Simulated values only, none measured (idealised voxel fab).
Proc. module: voxel transistor to metal
This is section cut - it's 195 nm across, gridded in 5 nm square cells.
The cross-sections in this document take the form of a grid made of square cells. They are written out as bands, in order from top to bottom. Each band consists of one or more rows of cells.
Each band's line starts with the height of the band's top and of its bottom, in nm. Then come its materials from left to right, each with its width in nm. One material with "edge to edge" fills the band from edge to edge. "blank" is empty space.
A quick word on heights: they are counted from 0, and under that level the wafer as it came to us is one material throughout. The lowest band is different from the rest in having no bottom; it simply continues downward, written as in "0..down".
Per-row width for "30..40": begins at first number (top row of band), ends at second number (bottom row), increment between rows held constant.
Reading "everything unchanged" for a step: not a cell of the cross-section changed in it.
Any empty space of 8 cells or more lacking an open way to the top shows up in "Completely sealed voids" as width x height at distance, distance from the left edge, in nm.
What comes after the settings on a step's line is commentary from the simulator itself on that step.
overlay nm: where the mask lay relative to plan, measured to the right, on steps with a mask; negatives go left.
# List of planned process steps
step 1: RECEIVE,material Si
step 2: OXIDIZE,depth nm 5
step 3: CONFORMAL_DEP,material SiN,thk nm 10
step 4: PATTERN,tone cover,mask id ACTIVE,material resist,width nm 115,thk nm 20,overlay nm 0
step 5: DIRECTIONAL_ETCH,etch materials SiN,depth nm 10
step 6: DIRECTIONAL_ETCH,etch materials SiO2,depth nm 5
step 7: DIRECTIONAL_ETCH,etch materials Si,depth nm 35
step 8: STRIP,etch materials resist
step 9: FILL_DEP,material SiO2,thk nm 5
step 10: CMP,height nm 10
step 11: SELECTIVE_ETCH,etch materials SiO2,depth nm 10
step 12: STRIP,etch materials SiN
step 13: SELECTIVE_ETCH,etch materials SiO2,depth nm 5
step 14: OXIDIZE,depth nm 5
step 15: DIRECTIONAL_DEP,material polySi,thk nm 20
step 16: DIRECTIONAL_DEP,material SiCN,thk nm 10
step 17: MASKED_ETCH,tone cover,mask id GATE,width nm 25,etch materials SiCN,depth nm 20,overlay nm 0
step 18: MASKED_ETCH,tone cover,mask id GATE,width nm 25,etch materials polySi,depth nm 30,overlay nm 0
step 19: CONFORMAL_DEP,material SiN,thk nm 10
step 20: DIRECTIONAL_ETCH,etch materials SiN,depth nm 10
step 21: DIRECTIONAL_ETCH,etch materials SiO2,depth nm 5
step 22: DIRECTIONAL_ETCH,etch materials Si,depth nm 10
step 23: EPI,material SiGe,thk nm 10
step 24: FILL_DEP,material SiO2,thk nm 5
step 25: CMP,height nm 15
step 26: STRIP,etch materials polySi
step 27: SELECTIVE_ETCH,etch materials SiO2,depth nm 5
step 28: CONFORMAL_DEP,material HfO2,thk nm 5
step 29: CONFORMAL_DEP,material TiN,thk nm 5
step 30: FILL_DEP,material W,thk nm 10
step 31: CMP,height nm 10
step 32: DIRECTIONAL_DEP,material SiO2,thk nm 15
step 33: MASKED_ETCH,tone open,mask id CONTACT,width nm 20,pitch nm 75,etch materials SiO2,depth nm 35,overlay nm 0
step 34: CONFORMAL_DEP,material TiN,thk nm 5
step 35: FILL_DEP,material W,thk nm 10
step 36: CMP,height nm 25
step 37: DIRECTIONAL_DEP,material TiN,thk nm 5
step 38: DIRECTIONAL_DEP,material W,thk nm 20
step 39: PATTERN,tone cover,mask id METAL_1,material resist,width nm 20,pitch nm 75,thk nm 15,overlay nm 0
step 40: DIRECTIONAL_ETCH,etch materials W,depth nm 20
step 41: DIRECTIONAL_ETCH,etch materials TiN,depth nm 5
step 42: STRIP,etch materials resist
step 43: CONFORMAL_DEP,material SiN,thk nm 5
step 44: FILL_DEP,material lowk,thk nm 5
step 45: CMP,height nm 50
step 46: CONFORMAL_DEP,material SiCN,thk nm 5
# Cross-section of the wafer upon arrival, representing the state reached after step 1
0..down | Si edge to edge
Completely sealed voids: none
# Wafer at module end, in section. Began as above, planned as above, run with one mistake
55..50 | SiCN edge to edge
50..30 | lowk (45), then SiN (5), then W (20), then SiN (5), then lowk (45), then SiN (5), then W (20), then SiN (5), then lowk (45)
30..25 | SiN (50), then TiN (20), then SiN (55), then TiN (20), then SiN (50)
25..10 | SiO2 (50), then TiN (5), then HfO2 (10), then TiN (5), then SiO2 (55), then TiN (5), then HfO2 (10), then TiN (5), then SiO2 (50)
10..0 | SiO2 (50), then TiN (5), then HfO2 (10..5), then TiN (5..10), then SiO2 (5), then SiN (10), then HfO2 (5), then TiN (5), then W (5), then TiN (5), then HfO2 (5), then SiN (10), then SiO2 (5), then TiN (5..10), then HfO2 (10..5), then TiN (5), then SiO2 (50)
0..-5 | SiO2 (50), then TiN (5), then HfO2 (5), then TiN (5), then SiGe (10), then SiN (10), then HfO2 (5), then TiN (15), then HfO2 (5), then SiN (10), then SiGe (10), then TiN (5), then HfO2 (5), then TiN (5), then SiO2 (50)
-5..-10 | SiO2 (50), then TiN (15), then SiGe (10), then SiO2 (5), then HfO2 (35), then SiO2 (5), then SiGe (10), then TiN (15), then SiO2 (50)
-10..-20 | SiO2 (40), then SiGe (35), then Si (45), then SiGe (35), then SiO2 (40)
-20..-40 | SiO2 (40), then Si (115), then SiO2 (40)
-40..down | Si edge to edge
Completely sealed voids: none
What went wrong in running the wafer? step 35: run off-plan, actual operation and settings FILL_DEP,material HfO2,thk nm 10
